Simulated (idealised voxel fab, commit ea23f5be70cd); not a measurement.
The document below concerns the process module designated voxel transistor to metal.
Xsec cut, 270 nm wide, square cell size 5 nm.
A cross-section is a grid of square cells, given in bands from the top down. A band is one or more rows of cells.
Read a band's entry like this: the first values are the height of its top and the height of its bottom in nm, and what follows is the sequence of materials from left to right, each with its width in nm. Note that "blank" is empty space, and that a single material marked "all across" reaches across the band from edge to edge.
Zero point of the height axis is 0; under it, received wafer = one material. Lowest band: continues down indefinitely, "0 -> down".
Read "30 to 40" as a graded width: first number on top, second number at the bottom, same change between each pair of neighbouring rows.
Where the words "all unchanged" appear for a step, the cross-section shows no cell changed by that step; every cell remained as before.
Under "Completely enclosed voids" you'll find the enclosed gaps, the ones with no way out to the top, that are 8 cells or bigger; each reads width x height at distance, with distance counted from the left edge, everything in nm.
Where a step's line continues beyond its settings, the continuation is a remark by the simulator itself on that step.
The optional step-line setting "overlay nm" applies to steps with a mask and quantifies how far to the right of its planned location the mask lay, a negative value indicating leftward placement.

**Here's what the planned process steps look like**
1 RECEIVE with material Si
2 CONFORMAL_DEP with material SiO2, thk nm 5
3 CONFORMAL_DEP with material SiN, thk nm 10
4 DIRECTIONAL_DEP with material aC, thk nm 15
5 PATTERN with tone cover, mask id ACTIVE, material resist, width nm 105, pitch nm 135, thk nm 30, overlay nm 0
6 DIRECTIONAL_ETCH with etch materials aC, depth nm 15
7 STRIP with etch materials resist
8 DIRECTIONAL_ETCH with etch materials SiN, depth nm 10
9 DIRECTIONAL_ETCH with etch materials SiO2, depth nm 5
10 DIRECTIONAL_ETCH with etch materials Si, depth nm 30
11 STRIP with etch materials aC
12 FILL_DEP with material SiO2, thk nm 10
13 CMP with height nm 15
14 SELECTIVE_ETCH with etch materials SiO2, depth nm 10
15 STRIP with etch materials SiN
16 SELECTIVE_ETCH with etch materials SiO2, depth nm 5
17 OXIDIZE with depth nm 5
18 DIRECTIONAL_DEP with material polySi, thk nm 25
19 DIRECTIONAL_DEP with material SiCN, thk nm 15
20 MASKED_ETCH with tone cover, mask id GATE, width nm 15, pitch nm 135, etch materials SiCN, depth nm 25, overlay nm 0
21 MASKED_ETCH with tone cover, mask id GATE, width nm 15, pitch nm 135, etch materials polySi, depth nm 35, overlay nm 0
22 CONFORMAL_DEP with material SiN, thk nm 5
23 DIRECTIONAL_ETCH with etch materials SiN, depth nm 5
24 DIRECTIONAL_ETCH with etch materials SiO2, depth nm 5
25 DIRECTIONAL_ETCH with etch materials Si, depth nm 15
26 EPI with material pSi, thk nm 20
27 FILL_DEP with material SiO2, thk nm 5
28 CMP with height nm 40
29 DIRECTIONAL_DEP with material SiO2, thk nm 15
30 DIRECTIONAL_DEP with material aC, thk nm 10
31 PATTERN with tone open, mask id CONTACT, material resist, width nm 35, thk nm 30, overlay nm 0
32 DIRECTIONAL_ETCH with etch materials aC, depth nm 10
33 STRIP with etch materials resist
34 DIRECTIONAL_ETCH with etch materials SiO2, depth nm 55
35 STRIP with etch materials aC
36 CONFORMAL_DEP with material TiN, thk nm 5
37 FILL_DEP with material W, thk nm 5
38 CMP with height nm 55
39 DIRECTIONAL_DEP with material TiN, thk nm 5
40 DIRECTIONAL_DEP with material W, thk nm 20
41 MASKED_ETCH with tone cover, mask id METAL_1, width nm 20, etch materials W, depth nm 20, overlay nm 0
42 MASKED_ETCH with tone cover, mask id METAL_1, width nm 20, etch materials TiN, depth nm 5, overlay nm 0
43 CONFORMAL_DEP with material SiN, thk nm 5
44 FILL_DEP with material SiO2, thk nm 5
45 CMP with height nm 80
46 CONFORMAL_DEP with material SiCN, thk nm 5
47 DIRECTIONAL_DEP with material lowk, thk nm 35
48 DIRECTIONAL_DEP with material aC, thk nm 15
49 PATTERN with tone open, mask id METAL_2_HOLES, material resist, width nm 15, pitch nm 135, thk nm 35, overlay nm 0
50 DIRECTIONAL_ETCH with etch materials aC, depth nm 15
51 STRIP with etch materials resist
52 DIRECTIONAL_ETCH with etch materials lowk, depth nm 35
53 STRIP with etch materials aC
54 DIRECTIONAL_DEP with material aC, thk nm 10
55 PATTERN with tone open, mask id METAL_2, material resist, width nm 20, pitch nm 135, thk nm 30, overlay nm 0
56 DIRECTIONAL_ETCH with etch materials aC, depth nm 10
57 STRIP with etch materials resist
58 DIRECTIONAL_ETCH with etch materials lowk, depth nm 20
59 DIRECTIONAL_ETCH with etch materials SiCN, depth nm 5
60 STRIP with etch materials aC
61 CONFORMAL_DEP with material TiN, thk nm 5
62 FILL_DEP with material Cu, thk nm 5
63 CMP with height nm 120
64 CONFORMAL_DEP with material SiCN, thk nm 5

**Cross-section of the incoming wafer, state after step 1**
* 0 -> down = Si all across
* Completely enclosed voids: none

**The following cross-section depicts the wafer upon conclusion of the module. Processing commenced from the starting condition illustrated above and adhered to the plan illustrated above, save for one mistake in execution**
* 125 -> 120 = SiCN all across
* 120 -> 85 = polySi all across
* 85 -> 80 = SiCN all across
* 80 -> 60 = SiO2: 15, SiN: 5, W: 20, SiN: 5, SiO2: 45, SiN: 5, W: 20, SiN: 5, SiO2: 30, SiN: 5, W: 20, SiN: 5, SiO2: 45, SiN: 5, W: 20, SiN: 5, SiO2: 15
* 60 -> 55 = SiN: 20, TiN: 20, SiN: 55, TiN: 20, SiN: 40, TiN: 20, SiN: 55, TiN: 20, SiN: 20
* 55 -> 40 = SiO2: 20, TiN: 5, W: 25, TiN: 5, SiO2: 25, TiN: 5, W: 25, TiN: 5, SiO2: 40, TiN: 5, W: 25, TiN: 5, SiO2: 25, TiN: 5, W: 25, TiN: 5, SiO2: 20
* 40 -> 25 = SiO2: 20, TiN: 5, W: 25, TiN: 5, SiN: 5, SiCN: 15, SiN: 5, TiN: 5, W: 25, TiN: 5, SiO2: 40, TiN: 5, W: 25, TiN: 5, SiN: 5, SiCN: 15, SiN: 5, TiN: 5, W: 25, TiN: 5, SiO2: 20
* 25 -> 15 = SiO2: 20, TiN: 5, W: 25 to 5, TiN: 5 to 25, SiN: 5, polySi: 15, SiN: 5, TiN: 5 to 25, W: 25 to 5, TiN: 5, SiO2: 40, TiN: 5, W: 25 to 5, TiN: 5 to 25, SiN: 5, polySi: 15, SiN: 5, TiN: 5 to 25, W: 25 to 5, TiN: 5, SiO2: 20
* 15 -> 5 = SiO2: 20, TiN: 5, W: 5, TiN: 5, pSi: 20, SiN: 5, polySi: 15, SiN: 5, pSi: 20, TiN: 5, W: 5, TiN: 5, SiO2: 40, TiN: 5, W: 5, TiN: 5, pSi: 20, SiN: 5, polySi: 15, SiN: 5, pSi: 20, TiN: 5, W: 5, TiN: 5, SiO2: 20
* 5 -> 0 = SiO2: 20, TiN: 15, pSi: 20, SiN: 5, polySi: 15, SiN: 5, pSi: 20, TiN: 15, SiO2: 40, TiN: 15, pSi: 20, SiN: 5, polySi: 15, SiN: 5, pSi: 20, TiN: 15, SiO2: 20
* 0 -> -5 = SiO2: 10, pSi: 45, SiO2: 25, pSi: 45, SiO2: 20, pSi: 45, SiO2: 25, pSi: 45, SiO2: 10
* -5 -> -20 = SiO2: 15, pSi: 40, Si: 25, pSi: 40, SiO2: 30, pSi: 40, Si: 25, pSi: 40, SiO2: 15
* -20 -> -30 = SiO2: 15, Si: 105, SiO2: 30, Si: 105, SiO2: 15
* -30 -> down = Si all across
* Completely enclosed voids: none
Want to know what went wrong? for step 47, the planned setting was not used; the step was instead run as DIRECTIONAL_DEP with material polySi, thk nm 35
